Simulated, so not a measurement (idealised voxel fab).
You're looking at the process module voxel gate over fins.
The cross-section on display is named cut; it measures 245 nm wide, and its cells are 5 nm squares.
Just so we're on the same page, the cross-sections are grids of square cells, and they're listed out in bands top to bottom, each band one or more rows deep.
Within each band entry, the heights of the top and of the bottom of the band appear first, in that order and in nm; the materials of the band then follow from left to right, each with its corresponding width in nm. The designation "all across" on a single material indicates that it fills the band from edge to edge; the designation "blank" indicates empty space.
A quick word on heights: they are counted from 0, and under that level the wafer as it came to us is one material throughout. The lowest band is different from the rest in having no bottom; it simply continues downward, written as in "0 down".
Note: "30 to 40" means the width goes from the first number (top row of the band) to the second number (bottom row) in equal steps per row of cells.
What does "nothing changed" mean for a step? It means no cell of the cross-section changed in that step.
Reported under the label "Closed internal cavities" are the empty spaces having no open way to the top and comprising 8 cells or more; the notation for each is width x height at distance, in which the distance is measured from the left edge and all three values are in nm.
On each step's line, the part that comes after the settings is the simulator's own comment on the step.
overlay nm: where the mask lay relative to plan, measured to the right, on steps with a mask; negatives go left.
Read each pair as before and after one process step. The after cross-section shows only down to the lowest band that changed. The step between them and its settings are given below the pair. Pairs can come from different runs of this module on the same starting wafer. A pair continues from the pair above only where its "Before processing step" entry says so.

## Before processing step
  0 down: Si all across
  Closed internal cavities: none

## Cross-Section After Step
  5 to 0: SiN all across
  Note: structure below 0 unchanged.
  Closed internal cavities: none
For reference, the processing step occurring between the two cross-sections presented above is as follows: CONFORMAL_DEP: material SiN, thk nm 5

Before processing step: see the after view in the pair directly above.

## Cross-Section After Step
  5 to 0: 30 blank, then 15 SiN, then 40 blank, then 15 SiN, then 40 blank, then 15 SiN, then 40 blank, then 15 SiN, then 35 blank
  Note: structure below 0 unchanged.
  Closed internal cavities: none
For reference, the processing step occurring between the two cross-sections presented above is as follows: MASKED_ETCH: tone cover, mask id FINS, width nm 15, pitch nm 55, etch materials SiN, depth nm 5, overlay nm 0

Before processing step: see the after view in the pair directly above.

## Cross-Section After Step
  5 to 0: 30 blank, then 15 SiN, then 40 blank, then 15 SiN, then 40 blank, then 15 SiN, then 40 blank, then 15 SiN, then 35 blank
  0 to -30: 30 blank, then 15 Si, then 40 blank, then 15 Si, then 40 blank, then 15 Si, then 40 blank, then 15 Si, then 35 blank
  Note: structure below -30 unchanged.
  Closed internal cavities: none
For reference, the processing step occurring between the two cross-sections presented above is as follows: MASKED_ETCH: tone cover, mask id FINS, width nm 15, pitch nm 55, etch materials Si, depth nm 30, overlay nm 0

Before processing step: see the after view in the pair directly above.

## Cross-Section After Step
  5 to 0: 30 blank, then 15 SiN, then 40 blank, then 15 SiN, then 40 blank, then 15 SiN, then 40 blank, then 15 SiN, then 35 blank
  0 to -30: 30 blank, then 5 SiO2, then 5 Si, then 5 SiO2, then 40 blank, then 5 SiO2, then 5 Si, then 5 SiO2, then 40 blank, then 5 SiO2, then 5 Si, then 5 SiO2, then 40 blank, then 5 SiO2, then 5 Si, then 5 SiO2, then 35 blank
  -30 to -35: 35 SiO2, then 5 Si, then 50 SiO2, then 5 Si, then 50 SiO2, then 5 Si, then 50 SiO2, then 5 Si, then 40 SiO2
  Note: structure below -35 unchanged.
  Closed internal cavities: none
For reference, the processing step occurring between the two cross-sections presented above is as follows: OXIDIZE: depth nm 5

Before processing step: see the after view in the pair directly above.

## Cross-Section After Step
  20 to 5: SiO2 all across
  5 to 0: 30 SiO2, then 15 SiN, then 40 SiO2, then 15 SiN, then 40 SiO2, then 15 SiN, then 40 SiO2, then 15 SiN, then 35 SiO2
  0 to -35: 35 SiO2, then 5 Si, then 50 SiO2, then 5 Si, then 50 SiO2, then 5 Si, then 50 SiO2, then 5 Si, then 40 SiO2
  Note: structure below -35 unchanged.
  Closed internal cavities: none
For reference, the processing step occurring between the two cross-sections presented above is as follows: FILL_DEP: material SiO2, thk nm 15

Before processing step: see the after view in the pair directly above.

## Cross-Section After Step
  5 to 0: 30 SiO2, then 15 SiN, then 40 SiO2, then 15 SiN, then 40 SiO2, then 15 SiN, then 40 SiO2, then 15 SiN, then 35 SiO2
  Note: structure below 0 unchanged.
  Closed internal cavities: none
For reference, the processing step occurring between the two cross-sections presented above is as follows: CMP: height nm 5

Before processing step: see the after view in the pair directly above.

## Cross-Section After Step
  25 to 5: 55 resist, then 15 blank, then 175 resist
  Note: structure below 5 unchanged.
  Closed internal cavities: none
For reference, the processing step occurring between the two cross-sections presented above is as follows: PATTERN: tone open, mask id RAIL, material resist, width nm 15, thk nm 20, overlay nm 0

Before processing step: see the after view in the pair directly above.

## Cross-Section After Step
  25 to 5: 55 resist, then 15 blank, then 175 resist
  5 to 0: 30 SiO2, then 15 SiN, then 10 SiO2, then 15 blank, then 15 SiO2, then 15 SiN, then 40 SiO2, then 15 SiN, then 40 SiO2, then 15 SiN, then 35 SiO2
  0 to -25: 35 SiO2, then 5 Si, then 15 SiO2, then 15 blank, then 20 SiO2, then 5 Si, then 50 SiO2, then 5 Si, then 50 SiO2, then 5 Si, then 40 SiO2
  Note: structure below -25 unchanged.
  Closed internal cavities: none
For reference, the processing step occurring between the two cross-sections presented above is as follows: DIRECTIONAL_ETCH: etch materials SiO2, depth nm 30

Before processing step: see the after view in the pair directly above.

## Cross-Section After Step
  5 to 0: 30 SiO2, then 15 SiN, then 10 SiO2, then 15 blank, then 15 SiO2, then 15 SiN, then 40 SiO2, then 15 SiN, then 40 SiO2, then 15 SiN, then 35 SiO2
  Note: structure below 0 unchanged.
  Closed internal cavities: none
For reference, the processing step occurring between the two cross-sections presented above is as follows: STRIP: etch materials resist

Before processing step: see the after view in the pair directly above.

## Cross-Section After Step
  10 to 5: 60 TiN, then 5 blank, then 180 TiN
  5 to 0: 30 SiO2, then 15 SiN, then 10 SiO2, then 5 TiN, then 5 blank, then 5 TiN, then 15 SiO2, then 15 SiN, then 40 SiO2, then 15 SiN, then 40 SiO2, then 15 SiN, then 35 SiO2
  0 to -20: 35 SiO2, then 5 Si, then 15 SiO2, then 5 TiN, then 5 blank, then 5 TiN, then 20 SiO2, then 5 Si, then 50 SiO2, then 5 Si, then 50 SiO2, then 5 Si, then 40 SiO2
  -20 to -25: 35 SiO2, then 5 Si, then 15 SiO2, then 15 TiN, then 20 SiO2, then 5 Si, then 50 SiO2, then 5 Si, then 50 SiO2, then 5 Si, then 40 SiO2
  Note: structure below -25 unchanged.
  Closed internal cavities: none
For reference, the processing step occurring between the two cross-sections presented above is as follows: CONFORMAL_DEP: material TiN, thk nm 5

Before processing step: see the after view in the pair directly above.

## Cross-Section After Step
  15 to 10: W all across
  10 to 5: 60 TiN, then 5 W, then 180 TiN
  5 to 0: 30 SiO2, then 15 SiN, then 10 SiO2, then 5 TiN, then 5 W, then 5 TiN, then 15 SiO2, then 15 SiN, then 40 SiO2, then 15 SiN, then 40 SiO2, then 15 SiN, then 35 SiO2
  0 to -20: 35 SiO2, then 5 Si, then 15 SiO2, then 5 TiN, then 5 W, then 5 TiN, then 20 SiO2, then 5 Si, then 50 SiO2, then 5 Si, then 50 SiO2, then 5 Si, then 40 SiO2
  Note: structure below -20 unchanged.
  Closed internal cavities: none
For reference, the processing step occurring between the two cross-sections presented above is as follows: FILL_DEP: material W, thk nm 5

Before processing step: see the after view in the pair directly above.

## Cross-Section After Step
  5 to 0: 30 SiO2, then 15 SiN, then 10 SiO2, then 5 TiN, then 5 W, then 5 TiN, then 15 SiO2, then 15 SiN, then 40 SiO2, then 15 SiN, then 40 SiO2, then 15 SiN, then 35 SiO2
  Note: structure below 0 unchanged.
  Closed internal cavities: none
For reference, the processing step occurring between the two cross-sections presented above is as follows: CMP: height nm 5

Before processing step: see the after view in the pair directly above.

## Cross-Section After Step
  5 to 0: 30 SiO2, then 15 SiN, then 10 SiO2, then 15 blank, then 15 SiO2, then 15 SiN, then 40 SiO2, then 15 SiN, then 40 SiO2, then 15 SiN, then 35 SiO2
  0 to -20: 35 SiO2, then 5 Si, then 15 SiO2, then 15 blank, then 20 SiO2, then 5 Si, then 50 SiO2, then 5 Si, then 50 SiO2, then 5 Si, then 40 SiO2
  Note: structure below -20 unchanged.
  Closed internal cavities: none
For reference, the processing step occurring between the two cross-sections presented above is as follows: SELECTIVE_ETCH: etch materials W Ru TiN, depth nm 25

Before processing step: see the after view in the pair directly above.

## Cross-Section After Step
  10 to 5: SiO2 all across
  5 to 0: 30 SiO2, then 15 SiN, then 40 SiO2, then 15 SiN, then 40 SiO2, then 15 SiN, then 40 SiO2, then 15 SiN, then 35 SiO2
  0 to -20: 35 SiO2, then 5 Si, then 50 SiO2, then 5 Si, then 50 SiO2, then 5 Si, then 50 SiO2, then 5 Si, then 40 SiO2
  Note: structure below -20 unchanged.
  Closed internal cavities: none
For reference, the processing step occurring between the two cross-sections presented above is as follows: FILL_DEP: material SiO2, thk nm 5

Before processing step: see the after view in the pair directly above.

## Cross-Section After Step
  5 to 0: 30 SiO2, then 15 SiN, then 40 SiO2, then 15 SiN, then 40 SiO2, then 15 SiN, then 40 SiO2, then 15 SiN, then 35 SiO2
  Note: structure below 0 unchanged.
  Closed internal cavities: none
For reference, the processing step occurring between the two cross-sections presented above is as follows: CMP: height nm 5

Before processing step: see the after view in the pair directly above.

## Cross-Section After Step
  5 to 0: 30 blank, then 15 SiN, then 40 blank, then 15 SiN, then 40 blank, then 15 SiN, then 40 blank, then 15 SiN, then 35 blank
  0 to -15: 35 blank, then 5 Si, then 50 blank, then 5 Si, then 50 blank, then 5 Si, then 50 blank, then 5 Si, then 40 blank
  Note: structure below -15 unchanged.
  Closed internal cavities: none
For reference, the processing step occurring between the two cross-sections presented above is as follows: SELECTIVE_ETCH: etch materials SiO2, depth nm 20

Before processing step: see the after view in the pair directly above.

## Cross-Section After Step
  0 to -15: 35 blank, then 5 Si, then 50 blank, then 5 Si, then 50 blank, then 5 Si, then 50 blank, then 5 Si, then 40 blank
  Note: structure below -15 unchanged.
  Closed internal cavities: none
For reference, the processing step occurring between the two cross-sections presented above is as follows: STRIP: etch materials SiN

Before processing step: see the after view in the pair directly above.

## Cross-Section After Step
  5 to 0: 30 blank, then 15 HfO2, then 40 blank, then 15 HfO2, then 40 blank, then 15 HfO2, then 40 blank, then 15 HfO2, then 35 blank
  0 to -10: 30 blank, then 5 HfO2, then 5 Si, then 5 HfO2, then 40 blank, then 5 HfO2, then 5 Si, then 5 HfO2, then 40 blank, then 5 HfO2, then 5 Si, then 5 HfO2, then 40 blank, then 5 HfO2, then 5 Si, then 5 HfO2, then 35 blank
  -10 to -15: 35 HfO2, then 5 Si, then 50 HfO2, then 5 Si, then 50 HfO2, then 5 Si, then 50 HfO2, then 5 Si, then 40 HfO2
  Note: structure below -15 unchanged.
  Closed internal cavities: none
For reference, the processing step occurring between the two cross-sections presented above is as follows: CONFORMAL_DEP: material HfO2, thk nm 5

Before processing step: see the after view in the pair directly above.

## Cross-Section After Step
  10 to 5: 25 blank, then 25 TiN, then 30 blank, then 25 TiN, then 30 blank, then 25 TiN, then 30 blank, then 25 TiN, then 30 blank
  5 to 0: 25 blank, then 5 TiN, then 15 HfO2, then 5 TiN, then 30 blank, then 5 TiN, then 15 HfO2, then 5 TiN, then 30 blank, then 5 TiN, then 15 HfO2, then 5 TiN, then 30 blank, then 5 TiN, then 15 HfO2, then 5 TiN, then 30 blank
  0 to -5: 25 blank, then 5 TiN, then 5 HfO2, then 5 Si, then 5 HfO2, then 5 TiN, then 30 blank, then 5 TiN, then 5 HfO2, then 5 Si, then 5 HfO2, then 5 TiN, then 30 blank, then 5 TiN, then 5 HfO2, then 5 Si, then 5 HfO2, then 5 TiN, then 30 blank, then 5 TiN, then 5 HfO2, then 5 Si, then 5 HfO2, then 5 TiN, then 30 blank
  -5 to -10: 30 TiN, then 5 HfO2, then 5 Si, then 5 HfO2, then 40 TiN, then 5 HfO2, then 5 Si, then 5 HfO2, then 40 TiN, then 5 HfO2, then 5 Si, then 5 HfO2, then 40 TiN, then 5 HfO2, then 5 Si, then 5 HfO2, then 35 TiN
  Note: structure below -10 unchanged.
  Closed internal cavities: none
For reference, the processing step occurring between the two cross-sections presented above is as follows: CONFORMAL_DEP: material TiN, thk nm 5

Before processing step: see the after view in the pair directly above.

## Cross-Section After Step
  20 to 10: W all across
  10 to 5: 25 W, then 25 TiN, then 30 W, then 25 TiN, then 30 W, then 25 TiN, then 30 W, then 25 TiN, then 30 W
  5 to 0: 25 W, then 5 TiN, then 15 HfO2, then 5 TiN, then 30 W, then 5 TiN, then 15 HfO2, then 5 TiN, then 30 W, then 5 TiN, then 15 HfO2, then 5 TiN, then 30 W, then 5 TiN, then 15 HfO2, then 5 TiN, then 30 W
  0 to -5: 25 W, then 5 TiN, then 5 HfO2, then 5 Si, then 5 HfO2, then 5 TiN, then 30 W, then 5 TiN, then 5 HfO2, then 5 Si, then 5 HfO2, then 5 TiN, then 30 W, then 5 TiN, then 5 HfO2, then 5 Si, then 5 HfO2, then 5 TiN, then 30 W, then 5 TiN, then 5 HfO2, then 5 Si, then 5 HfO2, then 5 TiN, then 30 W
  Note: structure below -5 unchanged.
  Closed internal cavities: none
For reference, the processing step occurring between the two cross-sections presented above is as follows: FILL_DEP: material W, thk nm 10

Before processing step: see the after view in the pair directly above.

## Cross-Section After Step
  15 to 10: W all across
  Note: structure below 10 unchanged.
  Closed internal cavities: none
For reference, the processing step occurring between the two cross-sections presented above is as follows: CMP: height nm 15

Before processing step: see the after view in the pair directly above.

## Cross-Section After Step
  20 to 15: SiN all across
  Note: structure below 15 unchanged.
  Closed internal cavities: none
For reference, the processing step occurring between the two cross-sections presented above is as follows: CONFORMAL_DEP: material SiN, thk nm 5

## Before processing step
  0 to -15: 35 blank, then 5 Si, then 50 blank, then 5 Si, then 50 blank, then 5 Si, then 50 blank, then 5 Si, then 40 blank
  -15 to -20: 35 SiO2, then 5 Si, then 50 SiO2, then 5 Si, then 50 SiO2, then 5 Si, then 50 SiO2, then 5 Si, then 40 SiO2
  -20 to -25: 35 SiO2, then 5 Si, then 15 SiO2, then 15 TiN, then 20 SiO2, then 5 Si, then 50 SiO2, then 5 Si, then 50 SiO2, then 5 Si, then 40 SiO2
  -25 to -35: 35 SiO2, then 5 Si, then 50 SiO2, then 5 Si, then 50 SiO2, then 5 Si, then 50 SiO2, then 5 Si, then 40 SiO2
  -35 down: Si all across
  Closed internal cavities: none

## Cross-Section After Step
  5 to 0: 30 blank, then 15 TiN, then 40 blank, then 15 TiN, then 40 blank, then 15 TiN, then 40 blank, then 15 TiN, then 35 blank
  0 to -10: 30 blank, then 5 TiN, then 5 Si, then 5 TiN, then 40 blank, then 5 TiN, then 5 Si, then 5 TiN, then 40 blank, then 5 TiN, then 5 Si, then 5 TiN, then 40 blank, then 5 TiN, then 5 Si, then 5 TiN, then 35 blank
  -10 to -15: 35 TiN, then 5 Si, then 50 TiN, then 5 Si, then 50 TiN, then 5 Si, then 50 TiN, then 5 Si, then 40 TiN
  Note: structure below -15 unchanged.
  Closed internal cavities: none
For reference, the processing step occurring between the two cross-sections presented above is as follows: CONFORMAL_DEP: material TiN, thk nm 5

Before processing step: see the after view in the pair directly above.

## Cross-Section After Step
  15 to 5: W all across
  5 to 0: 30 W, then 15 TiN, then 40 W, then 15 TiN, then 40 W, then 15 TiN, then 40 W, then 15 TiN, then 35 W
  0 to -10: 30 W, then 5 TiN, then 5 Si, then 5 TiN, then 40 W, then 5 TiN, then 5 Si, then 5 TiN, then 40 W, then 5 TiN, then 5 Si, then 5 TiN, then 40 W, then 5 TiN, then 5 Si, then 5 TiN, then 35 W
  Note: structure below -10 unchanged.
  Closed internal cavities: none
For reference, the processing step occurring between the two cross-sections presented above is as follows: FILL_DEP: material W, thk nm 10

Before processing step: see the after view in the pair directly above.

## Cross-Section After Step
  20 to 15: SiN all across
  Note: structure below 15 unchanged.
  Closed internal cavities: none
For reference, the processing step occurring between the two cross-sections presented above is as follows: CONFORMAL_DEP: material SiN, thk nm 5

## Before processing step
  5 to 0: 30 blank, then 15 SiN, then 40 blank, then 15 SiN, then 40 blank, then 15 SiN, then 40 blank, then 15 SiN, then 35 blank
  0 to -30: 30 blank, then 15 Si, then 40 blank, then 15 Si, then 40 blank, then 15 Si, then 40 blank, then 15 Si, then 35 blank
  -30 down: Si all across
  Closed internal cavities: none

## Cross-Section After Step
  5 to 0: 30 blank, then 15 SiN, then 40 blank, then 15 SiN, then 40 blank, then 15 SiN, then 40 blank, then 15 SiN, then 35 blank
  0 to -60: 30 blank, then 15 Si, then 40 blank, then 15 Si, then 40 blank, then 15 Si, then 40 blank, then 15 Si, then 35 blank
  Note: structure below -60 unchanged.
  Closed internal cavities: none
For reference, the processing step occurring between the two cross-sections presented above is as follows: MASKED_ETCH: tone cover, mask id FINS, width nm 15, pitch nm 55, etch materials Si, depth nm 30, overlay nm 0

Before processing step: see the after view in the pair directly above.

## Cross-Section After Step
  5 to 0: 30 blank, then 15 SiN, then 40 blank, then 15 SiN, then 40 blank, then 15 SiN, then 40 blank, then 15 SiN, then 35 blank
  0 to -60: 30 blank, then 5 SiO2, then 5 Si, then 5 SiO2, then 40 blank, then 5 SiO2, then 5 Si, then 5 SiO2, then 40 blank, then 5 SiO2, then 5 Si, then 5 SiO2, then 40 blank, then 5 SiO2, then 5 Si, then 5 SiO2, then 35 blank
  -60 to -65: 35 SiO2, then 5 Si, then 50 SiO2, then 5 Si, then 50 SiO2, then 5 Si, then 50 SiO2, then 5 Si, then 40 SiO2
  Note: structure below -65 unchanged.
  Closed internal cavities: none
For reference, the processing step occurring between the two cross-sections presented above is as follows: OXIDIZE: depth nm 5

Before processing step: see the after view in the pair directly above.

## Cross-Section After Step
  20 to 5: SiO2 all across
  5 to 0: 30 SiO2, then 15 SiN, then 40 SiO2, then 15 SiN, then 40 SiO2, then 15 SiN, then 40 SiO2, then 15 SiN, then 35 SiO2
  0 to -65: 35 SiO2, then 5 Si, then 50 SiO2, then 5 Si, then 50 SiO2, then 5 Si, then 50 SiO2, then 5 Si, then 40 SiO2
  Note: structure below -65 unchanged.
  Closed internal cavities: none
For reference, the processing step occurring between the two cross-sections presented above is as follows: FILL_DEP: material SiO2, thk nm 15

Before processing step: see the after view in the pair directly above.

## Cross-Section After Step
  5 to 0: 30 SiO2, then 15 SiN, then 40 SiO2, then 15 SiN, then 40 SiO2, then 15 SiN, then 40 SiO2, then 15 SiN, then 35 SiO2
  Note: structure below 0 unchanged.
  Closed internal cavities: none
For reference, the processing step occurring between the two cross-sections presented above is as follows: CMP: height nm 5

Before processing step: see the after view in the pair directly above.

## Cross-Section After Step
  25 to 5: 55 resist, then 15 blank, then 175 resist
  Note: structure below 5 unchanged.
  Closed internal cavities: none
For reference, the processing step occurring between the two cross-sections presented above is as follows: PATTERN: tone open, mask id RAIL, material resist, width nm 15, thk nm 20, overlay nm 0

Before processing step: see the after view in the pair directly above.

## Cross-Section After Step
  25 to 5: 55 resist, then 15 blank, then 175 resist
  5 to 0: 30 SiO2, then 15 SiN, then 10 SiO2, then 15 blank, then 15 SiO2, then 15 SiN, then 40 SiO2, then 15 SiN, then 40 SiO2, then 15 SiN, then 35 SiO2
  0 to -25: 35 SiO2, then 5 Si, then 15 SiO2, then 15 blank, then 20 SiO2, then 5 Si, then 50 SiO2, then 5 Si, then 50 SiO2, then 5 Si, then 40 SiO2
  Note: structure below -25 unchanged.
  Closed internal cavities: none
For reference, the processing step occurring between the two cross-sections presented above is as follows: DIRECTIONAL_ETCH: etch materials SiO2, depth nm 30

Before processing step: see the after view in the pair directly above.

## Cross-Section After Step
  5 to 0: 30 SiO2, then 15 SiN, then 10 SiO2, then 15 blank, then 15 SiO2, then 15 SiN, then 40 SiO2, then 15 SiN, then 40 SiO2, then 15 SiN, then 35 SiO2
  Note: structure below 0 unchanged.
  Closed internal cavities: none
For reference, the processing step occurring between the two cross-sections presented above is as follows: STRIP: etch materials resist

Before processing step: see the after view in the pair directly above.

## Cross-Section After Step
  10 to 5: 60 TiN, then 5 blank, then 180 TiN
  5 to 0: 30 SiO2, then 15 SiN, then 10 SiO2, then 5 TiN, then 5 blank, then 5 TiN, then 15 SiO2, then 15 SiN, then 40 SiO2, then 15 SiN, then 40 SiO2, then 15 SiN, then 35 SiO2
  0 to -20: 35 SiO2, then 5 Si, then 15 SiO2, then 5 TiN, then 5 blank, then 5 TiN, then 20 SiO2, then 5 Si, then 50 SiO2, then 5 Si, then 50 SiO2, then 5 Si, then 40 SiO2
  -20 to -25: 35 SiO2, then 5 Si, then 15 SiO2, then 15 TiN, then 20 SiO2, then 5 Si, then 50 SiO2, then 5 Si, then 50 SiO2, then 5 Si, then 40 SiO2
  Note: structure below -25 unchanged.
  Closed internal cavities: none
For reference, the processing step occurring between the two cross-sections presented above is as follows: CONFORMAL_DEP: material TiN, thk nm 5

Before processing step: see the after view in the pair directly above.

## Cross-Section After Step
  15 to 10: W all across
  10 to 5: 60 TiN, then 5 W, then 180 TiN
  5 to 0: 30 SiO2, then 15 SiN, then 10 SiO2, then 5 TiN, then 5 W, then 5 TiN, then 15 SiO2, then 15 SiN, then 40 SiO2, then 15 SiN, then 40 SiO2, then 15 SiN, then 35 SiO2
  0 to -20: 35 SiO2, then 5 Si, then 15 SiO2, then 5 TiN, then 5 W, then 5 TiN, then 20 SiO2, then 5 Si, then 50 SiO2, then 5 Si, then 50 SiO2, then 5 Si, then 40 SiO2
  Note: structure below -20 unchanged.
  Closed internal cavities: none
For reference, the processing step occurring between the two cross-sections presented above is as follows: FILL_DEP: material W, thk nm 5

Before processing step: see the after view in the pair directly above.

## Cross-Section After Step
  5 to 0: 30 SiO2, then 15 SiN, then 10 SiO2, then 5 TiN, then 5 W, then 5 TiN, then 15 SiO2, then 15 SiN, then 40 SiO2, then 15 SiN, then 40 SiO2, then 15 SiN, then 35 SiO2
  Note: structure below 0 unchanged.
  Closed internal cavities: none
For reference, the processing step occurring between the two cross-sections presented above is as follows: CMP: height nm 5

Before processing step: see the after view in the pair directly above.

## Cross-Section After Step
  5 to 0: 30 SiO2, then 15 SiN, then 10 SiO2, then 15 blank, then 15 SiO2, then 15 SiN, then 40 SiO2, then 15 SiN, then 40 SiO2, then 15 SiN, then 35 SiO2
  0 to -20: 35 SiO2, then 5 Si, then 15 SiO2, then 15 blank, then 20 SiO2, then 5 Si, then 50 SiO2, then 5 Si, then 50 SiO2, then 5 Si, then 40 SiO2
  Note: structure below -20 unchanged.
  Closed internal cavities: none
For reference, the processing step occurring between the two cross-sections presented above is as follows: SELECTIVE_ETCH: etch materials W Ru TiN, depth nm 25

Before processing step: see the after view in the pair directly above.

## Cross-Section After Step
  10 to 5: SiO2 all across
  5 to 0: 30 SiO2, then 15 SiN, then 40 SiO2, then 15 SiN, then 40 SiO2, then 15 SiN, then 40 SiO2, then 15 SiN, then 35 SiO2
  0 to -20: 35 SiO2, then 5 Si, then 50 SiO2, then 5 Si, then 50 SiO2, then 5 Si, then 50 SiO2, then 5 Si, then 40 SiO2
  Note: structure below -20 unchanged.
  Closed internal cavities: none
For reference, the processing step occurring between the two cross-sections presented above is as follows: FILL_DEP: material SiO2, thk nm 5

Before processing step: see the after view in the pair directly above.

## Cross-Section After Step
  5 to 0: 30 SiO2, then 15 SiN, then 40 SiO2, then 15 SiN, then 40 SiO2, then 15 SiN, then 40 SiO2, then 15 SiN, then 35 SiO2
  Note: structure below 0 unchanged.
  Closed internal cavities: none
For reference, the processing step occurring between the two cross-sections presented above is as follows: CMP: height nm 5

Before processing step: see the after view in the pair directly above.

## Cross-Section After Step
  5 to 0: 30 blank, then 15 SiN, then 40 blank, then 15 SiN, then 40 blank, then 15 SiN, then 40 blank, then 15 SiN, then 35 blank
  0 to -15: 35 blank, then 5 Si, then 50 blank, then 5 Si, then 50 blank, then 5 Si, then 50 blank, then 5 Si, then 40 blank
  Note: structure below -15 unchanged.
  Closed internal cavities: none
For reference, the processing step occurring between the two cross-sections presented above is as follows: SELECTIVE_ETCH: etch materials SiO2, depth nm 20

Before processing step: see the after view in the pair directly above.

## Cross-Section After Step
  0 to -15: 35 blank, then 5 Si, then 50 blank, then 5 Si, then 50 blank, then 5 Si, then 50 blank, then 5 Si, then 40 blank
  Note: structure below -15 unchanged.
  Closed internal cavities: none
For reference, the processing step occurring between the two cross-sections presented above is as follows: STRIP: etch materials SiN

Before processing step: see the after view in the pair directly above.

## Cross-Section After Step
  5 to 0: 30 blank, then 15 HfO2, then 40 blank, then 15 HfO2, then 40 blank, then 15 HfO2, then 40 blank, then 15 HfO2, then 35 blank
  0 to -10: 30 blank, then 5 HfO2, then 5 Si, then 5 HfO2, then 40 blank, then 5 HfO2, then 5 Si, then 5 HfO2, then 40 blank, then 5 HfO2, then 5 Si, then 5 HfO2, then 40 blank, then 5 HfO2, then 5 Si, then 5 HfO2, then 35 blank
  -10 to -15: 35 HfO2, then 5 Si, then 50 HfO2, then 5 Si, then 50 HfO2, then 5 Si, then 50 HfO2, then 5 Si, then 40 HfO2
  Note: structure below -15 unchanged.
  Closed internal cavities: none
For reference, the processing step occurring between the two cross-sections presented above is as follows: CONFORMAL_DEP: material HfO2, thk nm 5

Before processing step: see the after view in the pair directly above.

## Cross-Section After Step
  10 to 5: 25 blank, then 25 TiN, then 30 blank, then 25 TiN, then 30 blank, then 25 TiN, then 30 blank, then 25 TiN, then 30 blank
  5 to 0: 25 blank, then 5 TiN, then 15 HfO2, then 5 TiN, then 30 blank, then 5 TiN, then 15 HfO2, then 5 TiN, then 30 blank, then 5 TiN, then 15 HfO2, then 5 TiN, then 30 blank, then 5 TiN, then 15 HfO2, then 5 TiN, then 30 blank
  0 to -5: 25 blank, then 5 TiN, then 5 HfO2, then 5 Si, then 5 HfO2, then 5 TiN, then 30 blank, then 5 TiN, then 5 HfO2, then 5 Si, then 5 HfO2, then 5 TiN, then 30 blank, then 5 TiN, then 5 HfO2, then 5 Si, then 5 HfO2, then 5 TiN, then 30 blank, then 5 TiN, then 5 HfO2, then 5 Si, then 5 HfO2, then 5 TiN, then 30 blank
  -5 to -10: 30 TiN, then 5 HfO2, then 5 Si, then 5 HfO2, then 40 TiN, then 5 HfO2, then 5 Si, then 5 HfO2, then 40 TiN, then 5 HfO2, then 5 Si, then 5 HfO2, then 40 TiN, then 5 HfO2, then 5 Si, then 5 HfO2, then 35 TiN
  Note: structure below -10 unchanged.
  Closed internal cavities: none
For reference, the processing step occurring between the two cross-sections presented above is as follows: CONFORMAL_DEP: material TiN, thk nm 5

Before processing step: see the after view in the pair directly above.

## Cross-Section After Step
  20 to 10: W all across
  10 to 5: 25 W, then 25 TiN, then 30 W, then 25 TiN, then 30 W, then 25 TiN, then 30 W, then 25 TiN, then 30 W
  5 to 0: 25 W, then 5 TiN, then 15 HfO2, then 5 TiN, then 30 W, then 5 TiN, then 15 HfO2, then 5 TiN, then 30 W, then 5 TiN, then 15 HfO2, then 5 TiN, then 30 W, then 5 TiN, then 15 HfO2, then 5 TiN, then 30 W
  0 to -5: 25 W, then 5 TiN, then 5 HfO2, then 5 Si, then 5 HfO2, then 5 TiN, then 30 W, then 5 TiN, then 5 HfO2, then 5 Si, then 5 HfO2, then 5 TiN, then 30 W, then 5 TiN, then 5 HfO2, then 5 Si, then 5 HfO2, then 5 TiN, then 30 W, then 5 TiN, then 5 HfO2, then 5 Si, then 5 HfO2, then 5 TiN, then 30 W
  Note: structure below -5 unchanged.
  Closed internal cavities: none
For reference, the processing step occurring between the two cross-sections presented above is as follows: FILL_DEP: material W, thk nm 10

Before processing step: see the after view in the pair directly above.

## Cross-Section After Step
  15 to 10: W all across
  Note: structure below 10 unchanged.
  Closed internal cavities: none
For reference, the processing step occurring between the two cross-sections presented above is as follows: CMP: height nm 15

Before processing step: see the after view in the pair directly above.

## Cross-Section After Step
  20 to 15: SiN all across
  Note: structure below 15 unchanged.
  Closed internal cavities: none
For reference, the processing step occurring between the two cross-sections presented above is as follows: CONFORMAL_DEP: material SiN, thk nm 5
